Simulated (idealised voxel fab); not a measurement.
Process module heading - voxel gate over fins
Xsec cut, 265 nm wide, square cell size 5 nm.
Notation: cross-section as square-cell grid; stated in bands, top first, going down; one or more cell rows per band.
Each band's line starts with the height of the band's top and of its bottom, in nm. Then come its materials from left to right, each with its width in nm. One material with "edge to edge" fills the band from edge to edge. "empty" is empty space.
Beneath 0, the wafer as received is one material, and that level is where height counting begins. The lowest band goes on downward without a bottom; it is written like "0 nm and below".
Quick explanation for "30..40": the width changes in equal steps down the rows of cells, from the first number in the band's top row to the second number in its bottom row.
No cell of the cross-section changed in a step that is given as "everything unchanged".
Look at "Closed void table" for the closed voids: empty spaces with no open path to the top, sized 8 cells or up. Each is width x height at distance, distance from the left edge, all nm.
On a step's line, text after the settings is the simulator commenting on that step.
"overlay nm" on a masked step: distance the mask lay right of its planned place, negative for left.

[The steps planned for the process are as follows]
1 RECEIVE, material Si
2 CONFORMAL_DEP, material SiN, thk nm 5
3 DIRECTIONAL_DEP, material aC, thk nm 10
4 PATTERN, tone cover, mask id FINS, material resist, width nm 15, pitch nm 40, thk nm 30, overlay nm 0
5 DIRECTIONAL_ETCH, etch materials aC, depth nm 10
6 STRIP, etch materials resist
7 DIRECTIONAL_ETCH, etch materials SiN, depth nm 5
8 DIRECTIONAL_ETCH, etch materials Si, depth nm 30
9 STRIP, etch materials aC
10 OXIDIZE, depth nm 5
11 FILL_DEP, material SiO2, thk nm 15
12 CMP, height nm 5
13 SELECTIVE_ETCH, etch materials SiO2, depth nm 20
14 STRIP, etch materials SiN
15 CONFORMAL_DEP, material HfO2, thk nm 5
16 CONFORMAL_DEP, material TiN, thk nm 5
17 FILL_DEP, material W, thk nm 15
18 CMP, height nm 20
19 CONFORMAL_DEP, material SiN, thk nm 10

[Cross-section of the incoming wafer, state after step 1]
> 0 nm and below = Si edge to edge
> Closed void table: none

[Wafer cross-section at module end: first of two, run to plan]
> 30 nm to 20 nm = SiN edge to edge
> 20 nm to 10 nm = W edge to edge
> 10 nm to 5 nm = W (100), then TiN (25), then W (15), then TiN (25), then W (100)
> 5 nm to 0 nm = W (100), then TiN (5), then HfO2 (15), then TiN (5), then W (15), then TiN (5), then HfO2 (15), then TiN (5), then W (100)
> 0 nm to -5 nm = W (100), then TiN (5), then HfO2 (5), then Si (5), then HfO2 (5), then TiN (5), then W (15), then TiN (5), then HfO2 (5), then Si (5), then HfO2 (5), then TiN (5), then W (100)
> -5 nm to -10 nm = TiN (105), then HfO2 (5), then Si (5), then HfO2 (5), then TiN (25), then HfO2 (5), then Si (5), then HfO2 (5), then TiN (105)
> -10 nm to -15 nm = HfO2 (110), then Si (5), then HfO2 (35), then Si (5), then HfO2 (110)
> -15 nm to -35 nm = SiO2 (110), then Si (5), then SiO2 (35), then Si (5), then SiO2 (110)
> -35 nm and below = Si edge to edge
> Closed void table: none

[Cross-sectional view: second of two wafers, end of module; start and plan identical to the first, one mistake in running]
> 30 nm to 20 nm = SiN edge to edge
> 20 nm to 10 nm = W edge to edge
> 10 nm to 5 nm = W (100), then TiN (25), then W (15), then TiN (25), then W (100)
> 5 nm to 0 nm = W (100), then TiN (5), then HfO2 (15), then TiN (5), then W (15), then TiN (5), then HfO2 (15), then TiN (5), then W (100)
> 0 nm to -5 nm = W (100), then TiN (5), then HfO2 (5), then Si (5), then HfO2 (5), then TiN (5), then W (15), then TiN (5), then HfO2 (5), then Si (5), then HfO2 (5), then TiN (5), then W (100)
> -5 nm to -10 nm = TiN (95), then W (5), then TiN (5), then HfO2 (5), then Si (5), then HfO2 (5), then TiN (5), then W (15), then TiN (5), then HfO2 (5), then Si (5), then HfO2 (5), then TiN (5), then W (5), then TiN (95)
> -10 nm to -15 nm = HfO2 (90), then TiN (15), then HfO2 (5), then Si (5), then HfO2 (5), then TiN (25), then HfO2 (5), then Si (5), then HfO2 (5), then TiN (15), then HfO2 (90)
> -15 nm to -20 nm = SiO2 (85), then HfO2 (25), then Si (5), then HfO2 (35), then Si (5), then HfO2 (25), then SiO2 (85)
> -20 nm to -35 nm = SiO2 (110), then Si (5), then SiO2 (35), then Si (5), then SiO2 (110)
> -35 nm and below = Si edge to edge
> Closed void table: none
The mistake made against the process plan was this: ran 13 and 14 in swapped order versus the plan
Upon completion, the second wafer contains, in terms of cells, a greater or smaller amount of certain materials than the first wafer: +6 HfO2 | -17 SiO2 | +6 TiN | +5 W
